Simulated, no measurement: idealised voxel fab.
process module | voxel self aligned vias
cross-section cut | 215 nm wide | cells 5 nm
A cross-section is a grid of square cells, given in bands from the top down. A band is one or more rows of cells.
Each band's line starts with the height of the band's top and of its bottom, in nm. Then come its materials from left to right, each with its width in nm. One material with "throughout" fills the band from edge to edge. "air" is empty space.
Height 0 is the level under which the wafer as received is all one material. The lowest band goes on downwards, as in "0 down".
A width such as "30 to 40" changes by the same amount from each row of cells to the next, from the band's top row to its bottom row.
"no change" after a step means that no cell of the cross-section changed.
closed voids: empty space of 8 cells or more with no open way to the top, each as width x height at its distance from the left edge, in nm
after a step's settings: what the simulator itself notes on the step
overlay nm, on a step with a mask: how far to the right of its planned place the mask lay; to the left if negative
plan
1 op RECEIVE | material Si
2 op CONFORMAL_DEP | material SiO2 | thk nm 10
3 op CONFORMAL_DEP | material SiCN | thk nm 5
4 op DIRECTIONAL_DEP | material lowk | thk nm 25
5 op PATTERN | tone open | mask id LINES | material resist | width nm 25 | pitch nm 55 | thk nm 20 | overlay nm 0
6 op DIRECTIONAL_ETCH | etch materials lowk | depth nm 25
7 op STRIP | etch materials resist
8 op CONFORMAL_DEP | material TiN | thk nm 5
9 op FILL_DEP | material W | thk nm 10
10 op CMP | height nm 40
11 op SELECTIVE_ETCH | etch materials W Ru TiN | depth nm 5
12 op FILL_DEP | material SiN | thk nm 5
13 op CMP | height nm 40
14 op DIRECTIONAL_DEP | material lowk | thk nm 20
15 op MASKED_ETCH | tone open | mask id VIAS | width nm 35 | pitch nm 110 | etch materials lowk | depth nm 20 | overlay nm 0
16 op MASKED_ETCH | tone open | mask id VIAS | width nm 35 | pitch nm 110 | etch materials SiN | depth nm 5 | overlay nm 0
17 op CONFORMAL_DEP | material TiN | thk nm 5
18 op FILL_DEP | material W | thk nm 10
19 op CMP | height nm 60
20 op CONFORMAL_DEP | material SiN | thk nm 5
as received, after step 1
  0 down: Si throughout
  closed voids: none
first wafer at the end, as planned
  65 to 60: SiN throughout
  60 to 45: lowk 35 | TiN 5 | W 25 | TiN 5 | lowk 75 | TiN 5 | W 25 | TiN 5 | lowk 35
  45 to 40: lowk 35 | TiN 10 | W 15 | TiN 10 | lowk 75 | TiN 10 | W 15 | TiN 10 | lowk 35
  40 to 35: lowk 40 | TiN 25 | lowk 30 | SiN 25 | lowk 30 | TiN 25 | lowk 40
  35 to 20: lowk 40 | TiN 5 | W 15 | TiN 5 | lowk 30 | TiN 5 | W 15 | TiN 5 | lowk 30 | TiN 5 | W 15 | TiN 5 | lowk 40
  20 to 15: lowk 40 | TiN 25 | lowk 30 | TiN 25 | lowk 30 | TiN 25 | lowk 40
  15 to 10: SiCN throughout
  10 to 0: SiO2 throughout
  0 down: Si throughout
  closed voids: none
second wafer at the end: like start, like plan, one mistake
  65 to 60: SiN throughout
  60 to 40: lowk 35 | TiN 5 | W 25 | TiN 5 | lowk 75 | TiN 5 | W 25 | TiN 5 | lowk 35
  40 to 35: SiN 35 | TiN 35 | SiN 75 | TiN 35 | SiN 35
  35 to 15: lowk 40 | TiN 5 | W 15 | TiN 5 | lowk 30 | TiN 5 | W 15 | TiN 5 | lowk 30 | TiN 5 | W 15 | TiN 5 | lowk 40
  15 to 10: lowk 40 | TiN 25 | lowk 30 | TiN 25 | lowk 30 | TiN 25 | lowk 40
  10 to 0: SiO2 throughout
  0 down: Si throughout
  closed voids: none
what went wrong: step 3 was left out
at the end the second wafer has, in cells: 43 fewer of SiCN | 24 more of SiN | 6 more of TiN | 13 more of W
